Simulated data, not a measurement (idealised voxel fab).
Presented below is a process module, voxel self aligned contacts.
Shown is cross-section cut, with a width of 240 nm and square cells of size 5 nm.
Cross-section, as written here: a square-cell grid given band by band from the top down, where a band holds one or more rows of cells.
Band entry format. Leading values: height of top, height of bottom, nm. Remainder: materials in left-to-right order, each with its width in nm. Special words: "everywhere" on a single material, which then fills the band edge to edge; "empty", empty space.
The reference from which all heights are counted is 0, the level beneath which the as-received wafer is entirely one material; the lowest band, having no lower bound, proceeds downward and is written after the example "top 0, no bottom".
Note: "30..40" means the width goes from the first number (top row of the band) to the second number (bottom row) in equal steps per row of cells.
No cell of the cross-section changed in a step that is given as "same as before".
"Sealed-off cavities": sealed empty spaces, 8 cells or more, no open way to top, listed width x height at distance, with distance from the left edge and width, height and distance in nm.
Step line, after settings: the simulator's comment on this step.
Among the settings permitted on a step's line is "overlay nm"; applied to a step with a mask, it specifies the extent to which the mask lay to the right of its planned position, whereas a negative figure signifies a position to the left.
## These are the steps we planned for the process
1,op RECEIVE | material Si
2,op CONFORMAL_DEP | material SiO2 | thk nm 5
3,op DIRECTIONAL_DEP | material polySi | thk nm 20
4,op DIRECTIONAL_DEP | material SiN | thk nm 20
5,op MASKED_ETCH | tone cover | mask id GATE | width nm 25 | pitch nm 65 | etch materials SiN | depth nm 20 | overlay nm 0
6,op MASKED_ETCH | tone cover | mask id GATE | width nm 25 | pitch nm 65 | etch materials polySi | depth nm 20 | overlay nm 0
7,op CONFORMAL_DEP | material SiN | thk nm 10
8,op DIRECTIONAL_ETCH | etch materials SiN | depth nm 10
9,op FILL_DEP | material SiO2 | thk nm 10
10,op CMP | height nm 50
11,op DIRECTIONAL_DEP | material aC | thk nm 15
12,op PATTERN | tone open | mask id CONTACT | material resist | width nm 50 | pitch nm 65 | thk nm 30 | overlay nm 0
13,op DIRECTIONAL_ETCH | etch materials aC | depth nm 15
14,op STRIP | etch materials resist
15,op DIRECTIONAL_ETCH | etch materials SiO2 | depth nm 50
16,op STRIP | etch materials aC
17,op CONFORMAL_DEP | material TiN | thk nm 5
18,op FILL_DEP | material Ru | thk nm 10
19,op CMP | height nm 50
20,op CONFORMAL_DEP | material SiN | thk nm 5
## Incoming wafer in cross-section (state: after step 1)
top 0, no bottom = Si everywhere
Sealed-off cavities: none
## What the wafer looks like in cross-section after this module, when it starts as shown above and follows the plan above but one mistake is made in running it
top 55, bottom 50 = SiN everywhere
top 50, bottom 45 = SiO2: 60  TiN: 20  Ru: 10  TiN: 20  SiO2: 15  TiN: 20  Ru: 10  TiN: 20  SiO2: 65
top 45, bottom 25 = SiO2: 30  SiN: 45  TiN: 5  Ru: 10  TiN: 5  SiN: 45  TiN: 5  Ru: 10  TiN: 5  SiN: 45  SiO2: 35
top 25, bottom 20 = SiO2: 75  TiN: 20  SiO2: 45  TiN: 20  SiO2: 80
top 20, bottom 0 = polySi everywhere
top 0, no bottom = Si everywhere
Sealed-off cavities: none
Short version of what went wrong: steps 2 and 3 swapped
